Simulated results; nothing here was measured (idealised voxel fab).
Process module, titled voxel tone inversion
It is cross-section cut that appears here, measuring 235 nm in width, its square cells being 5 nm in size.
The cross-sections in this document take the form of a grid made of square cells. They are written out as bands, in order from top to bottom. Each band consists of one or more rows of cells.
In this notation a band is specified by the heights of its top and bottom, in that order and in nm, after which its materials appear from left to right, each paired with its width in nm. The word "all across" attached to a single material means that material fills the band from edge to edge; the word "blank" stands for empty space.
Zero point of the height axis is 0; under it, received wafer = one material. Lowest band: continues down indefinitely, "0 down".
A width given as "30->40" starts at the first number in the band's top row and ends at the second number in its bottom row, shifting by an equal amount at every step from row to row.
No cell of the cross-section changed in a step that is given as "stayed the same".
In "Closed void entries" the enclosed voids are listed, meaning empty spaces of 8 cells or larger without any opening to the top. The form is width x height at distance, distance from the left edge, units nm.
What comes after the settings on a step's line is commentary from the simulator itself on that step.
For masked steps, "overlay nm" on the step line gives how far right of plan the mask actually lay; a minus sign means it lay to the left.

## The following list gives the planned process steps
1 RECEIVE, material Si
2 CONFORMAL_DEP, material SiCN, thk nm 5
3 DIRECTIONAL_DEP, material aC, thk nm 25
4 PATTERN, tone cover, mask id POSTS, material resist, width nm 15, pitch nm 45, thk nm 35, overlay nm 0
5 DIRECTIONAL_ETCH, etch materials aC, depth nm 25
6 STRIP, etch materials resist
7 FILL_DEP, material lowk, thk nm 10
8 CMP, height nm 30
9 STRIP, etch materials aC
10 CONFORMAL_DEP, material TiN, thk nm 5
11 FILL_DEP, material Ru, thk nm 10
12 CMP, height nm 30
13 CONFORMAL_DEP, material SiCN, thk nm 5
Quick note for whoever runs this: the wafers start identical, but the width nm at step 4 isn't the same across them. The plan just shows what the first wafer had.

## Here's the first of the wafers in cross-section, just as we got it, i.e. after step 1
	0 down | Si all across
	Closed void entries: none

## Below, a row for every wafer. Read it as the end-of-module picture: for each material the wafer shows its cells gained (+) or lost (-) since it was received, and then its closed voids
width nm 15, +12 Ru, +94 SiCN, +33 TiN, +190 lowk, Closed void entries: none
width nm 20, +24 Ru, +94 SiCN, +36 TiN, +175 lowk, Closed void entries: none
width nm 25, +36 Ru, +94 SiCN, +39 TiN, +160 lowk, Closed void entries: none
width nm 30, +48 Ru, +94 SiCN, +42 TiN, +145 lowk, Closed void entries: none
